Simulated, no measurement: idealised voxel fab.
This section sets out a process module, namely voxel quadruple lines.
The width of the displayed cross-section, cut, is 250 nm; its cells are square, with a size of 5 nm.
We lay out every cross-section as a grid of square cells and spell it out in bands from the top down, where one band means one or more rows of cells.
Band: top and bottom heights (nm) first, top before bottom; then materials from left to right, widths in nm. "full width" marks a sole material filling the band edge to edge. "blank" denotes empty space.
Basically, 0 is our baseline, since under it the wafer straight out of the box is all one material. The bottom band has no lower end and keeps on going down, so it looks like "0..down".
Note: "30 to 40" means the width goes from the first number (top row of the band) to the second number (bottom row) in equal steps per row of cells.
"nothing got changed" (step): cross-section cells unchanged, all of them.
What "Cavities, closed" gives you is every empty space of 8 cells or more that is cut off from the top. Each appears as width x height at distance, with the distance taken from the left edge and width, height and distance all in nm.
That trailing text on a step's line, after the settings, is the simulator's own remark on the step.
A step's line can hold "overlay nm"; with a mask on that step, the setting says how far right of the planned place the mask lay, while a negative setting says it lay to the left.

-- Process steps (planned)
1. RECEIVE (material Si)
2. CONFORMAL_DEP (material SiO2; thk nm 5)
3. DIRECTIONAL_DEP (material W; thk nm 10)
4. DIRECTIONAL_DEP (material polySi; thk nm 20)
5. DIRECTIONAL_DEP (material aC; thk nm 25)
6. PATTERN (tone cover; mask id MANDREL; material resist; width nm 30; pitch nm 80; thk nm 30; overlay nm 0)
7. DIRECTIONAL_ETCH (etch materials aC; depth nm 25)
8. STRIP (etch materials resist)
9. CONFORMAL_DEP (material SiO2; thk nm 10)
10. DIRECTIONAL_ETCH (etch materials SiO2; depth nm 10)
11. STRIP (etch materials aC)
12. DIRECTIONAL_ETCH (etch materials polySi; depth nm 20)
13. STRIP (etch materials SiO2)
14. CONFORMAL_DEP (material SiCN; thk nm 10)
15. DIRECTIONAL_ETCH (etch materials SiCN; depth nm 10)
16. STRIP (etch materials polySi)
17. DIRECTIONAL_ETCH (etch materials W; depth nm 10)
18. STRIP (etch materials SiCN)
19. FILL_DEP (material lowk; thk nm 5)
20. CMP (height nm 15)

-- The cross-section here shows the wafer as received, i.e. in its state after step 1
  0..down: Si full width
  Cavities, closed: none

-- Module complete, cross-section. Starting point and plan per above. One mistake made in running the module
  10..5: lowk (50), then W (10), then lowk (10), then W (10), then lowk (10), then W (10), then lowk (10), then W (10), then lowk (10), then W (10), then lowk (10), then W (10), then lowk (10), then W (10), then lowk (10), then W (10), then lowk (50)
  5..0: SiO2 full width
  0..down: Si full width
  Cavities, closed: none
What was the processing mistake? step 20, actual vs plan mismatch, actual run CMP (height nm 10)
